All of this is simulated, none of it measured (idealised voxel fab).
process module | voxel double patterning
cross-section cut | 260 nm wide | cells 5 nm
A cross-section is a grid of square cells, given in bands from the top down. A band is one or more rows of cells.
Each band's line starts with the height of the band's top and of its bottom, in nm. Then come its materials from left to right, each with its width in nm. One material with "throughout" fills the band from edge to edge. "air" is empty space.
Height 0 is the level under which the wafer as received is all one material. The lowest band goes on downwards, as in "0 down".
A width such as "30 to 40" changes by the same amount from each row of cells to the next, from the band's top row to its bottom row.
"no change" after a step means that no cell of the cross-section changed.
closed voids: empty space of 8 cells or more with no open way to the top, each as width x height at its distance from the left edge, in nm
after a step's settings: what the simulator itself notes on the step
overlay nm, on a step with a mask: how far to the right of its planned place the mask lay; to the left if negative
plan
1 op RECEIVE | material Si
2 op CONFORMAL_DEP | material SiN | thk nm 5
3 op DIRECTIONAL_DEP | material SiO2 | thk nm 15
4 op DIRECTIONAL_DEP | material SiCN | thk nm 10
5 op MASKED_ETCH | tone open | mask id FIRST | width nm 15 | pitch nm 50 | etch materials SiCN | depth nm 10 | overlay nm 0
6 op DIRECTIONAL_DEP | material aC | thk nm 15
7 op PATTERN | tone open | mask id SECOND | material resist | width nm 15 | pitch nm 50 | thk nm 35 | overlay nm 0
8 op DIRECTIONAL_ETCH | etch materials aC | depth nm 15
9 op STRIP | etch materials resist
10 op DIRECTIONAL_ETCH | etch materials SiCN | depth nm 10
11 op STRIP | etch materials aC
12 op DIRECTIONAL_ETCH | etch materials SiO2 | depth nm 15
13 op STRIP | etch materials SiCN
first wafer, as planned
as received, after step 1
  0 down: Si throughout
  closed voids: none
after step 2
  5 to 0: SiN throughout
  below 0: unchanged
after step 3
  20 to 5: SiO2 throughout
  below 5: unchanged
after step 4
  30 to 20: SiCN throughout
  below 20: unchanged
after step 5
  30 to 20: SiCN 70 | air 15 | SiCN 35 | air 15 | SiCN 35 | air 15 | SiCN 75
  below 20: unchanged
after step 6
  45 to 35: aC 70 | air 15 | aC 35 | air 15 | aC 35 | air 15 | aC 75
  35 to 30: aC throughout
  30 to 20: SiCN 70 | aC 15 | SiCN 35 | aC 15 | SiCN 35 | aC 15 | SiCN 75
  below 20: unchanged
after step 7
  80 to 45: resist 95 | air 15 | resist 35 | air 15 | resist 100
  45 to 35: aC 70 | resist 15 | aC 35 | resist 15 | aC 35 | resist 15 | aC 75
  below 35: unchanged
after step 8
  65 to 45: resist 95 | air 15 | resist 35 | air 15 | resist 100
  45 to 35: aC 70 | resist 15 | aC 10 | air 15 | aC 10 | resist 15 | aC 10 | air 15 | aC 10 | resist 15 | aC 75
  35 to 30: aC 95 | air 15 | aC 35 | air 15 | aC 100
  below 30: unchanged
after step 9
  45 to 35: aC 70 | air 15 | aC 10 | air 15 | aC 10 | air 15 | aC 10 | air 15 | aC 10 | air 15 | aC 75
  below 35: unchanged
after step 10
  45 to 35: aC 70 | air 15 | aC 10 | air 15 | aC 10 | air 15 | aC 10 | air 15 | aC 10 | air 15 | aC 75
  35 to 30: aC 95 | air 15 | aC 35 | air 15 | aC 100
  30 to 20: SiCN 70 | aC 15 | SiCN 10 | air 15 | SiCN 10 | aC 15 | SiCN 10 | air 15 | SiCN 10 | aC 15 | SiCN 75
  below 20: unchanged
after step 11
  30 to 20: SiCN 70 | air 15 | SiCN 10 | air 15 | SiCN 10 | air 15 | SiCN 10 | air 15 | SiCN 10 | air 15 | SiCN 75
  below 20: unchanged
after step 12
  30 to 20: SiCN 70 | air 15 | SiCN 10 | air 15 | SiCN 10 | air 15 | SiCN 10 | air 15 | SiCN 10 | air 15 | SiCN 75
  20 to 5: SiO2 70 | air 15 | SiO2 10 | air 15 | SiO2 10 | air 15 | SiO2 10 | air 15 | SiO2 10 | air 15 | SiO2 75
  below 5: unchanged
after step 13
  20 to 5: SiO2 70 | air 15 | SiO2 10 | air 15 | SiO2 10 | air 15 | SiO2 10 | air 15 | SiO2 10 | air 15 | SiO2 75
  below 5: unchanged
second wafer: like start, like plan, one mistake. Through step 1 it matches the first wafer
when step 2 should have ended: no change
when step 3 should have ended
  15 to 0: SiO2 throughout
  below 0: unchanged
when step 4 should have ended
  25 to 15: SiCN throughout
  below 15: unchanged
when step 5 should have ended
  25 to 15: SiCN 70 | air 15 | SiCN 35 | air 15 | SiCN 35 | air 15 | SiCN 75
  below 15: unchanged
when step 6 should have ended
  40 to 30: aC 70 | air 15 | aC 35 | air 15 | aC 35 | air 15 | aC 75
  30 to 25: aC throughout
  25 to 15: SiCN 70 | aC 15 | SiCN 35 | aC 15 | SiCN 35 | aC 15 | SiCN 75
  below 15: unchanged
when step 7 should have ended
  75 to 40: resist 95 | air 15 | resist 35 | air 15 | resist 100
  40 to 30: aC 70 | resist 15 | aC 35 | resist 15 | aC 35 | resist 15 | aC 75
  below 30: unchanged
when step 8 should have ended
  60 to 40: resist 95 | air 15 | resist 35 | air 15 | resist 100
  40 to 30: aC 70 | resist 15 | aC 10 | air 15 | aC 10 | resist 15 | aC 10 | air 15 | aC 10 | resist 15 | aC 75
  30 to 25: aC 95 | air 15 | aC 35 | air 15 | aC 100
  below 25: unchanged
when step 9 should have ended
  40 to 30: aC 70 | air 15 | aC 10 | air 15 | aC 10 | air 15 | aC 10 | air 15 | aC 10 | air 15 | aC 75
  below 30: unchanged
when step 10 should have ended
  40 to 30: aC 70 | air 15 | aC 10 | air 15 | aC 10 | air 15 | aC 10 | air 15 | aC 10 | air 15 | aC 75
  30 to 25: aC 95 | air 15 | aC 35 | air 15 | aC 100
  25 to 15: SiCN 70 | aC 15 | SiCN 10 | air 15 | SiCN 10 | aC 15 | SiCN 10 | air 15 | SiCN 10 | aC 15 | SiCN 75
  below 15: unchanged
when step 11 should have ended
  25 to 15: SiCN 70 | air 15 | SiCN 10 | air 15 | SiCN 10 | air 15 | SiCN 10 | air 15 | SiCN 10 | air 15 | SiCN 75
  below 15: unchanged
when step 12 should have ended
  25 to 15: SiCN 70 | air 15 | SiCN 10 | air 15 | SiCN 10 | air 15 | SiCN 10 | air 15 | SiCN 10 | air 15 | SiCN 75
  15 to 0: SiO2 70 | air 15 | SiO2 10 | air 15 | SiO2 10 | air 15 | SiO2 10 | air 15 | SiO2 10 | air 15 | SiO2 75
  below 0: unchanged
when step 13 should have ended
  15 to 0: SiO2 70 | air 15 | SiO2 10 | air 15 | SiO2 10 | air 15 | SiO2 10 | air 15 | SiO2 10 | air 15 | SiO2 75
  below 0: unchanged
what went wrong: step 2 was left out
at the end the second wafer has, in cells: 52 fewer of SiN
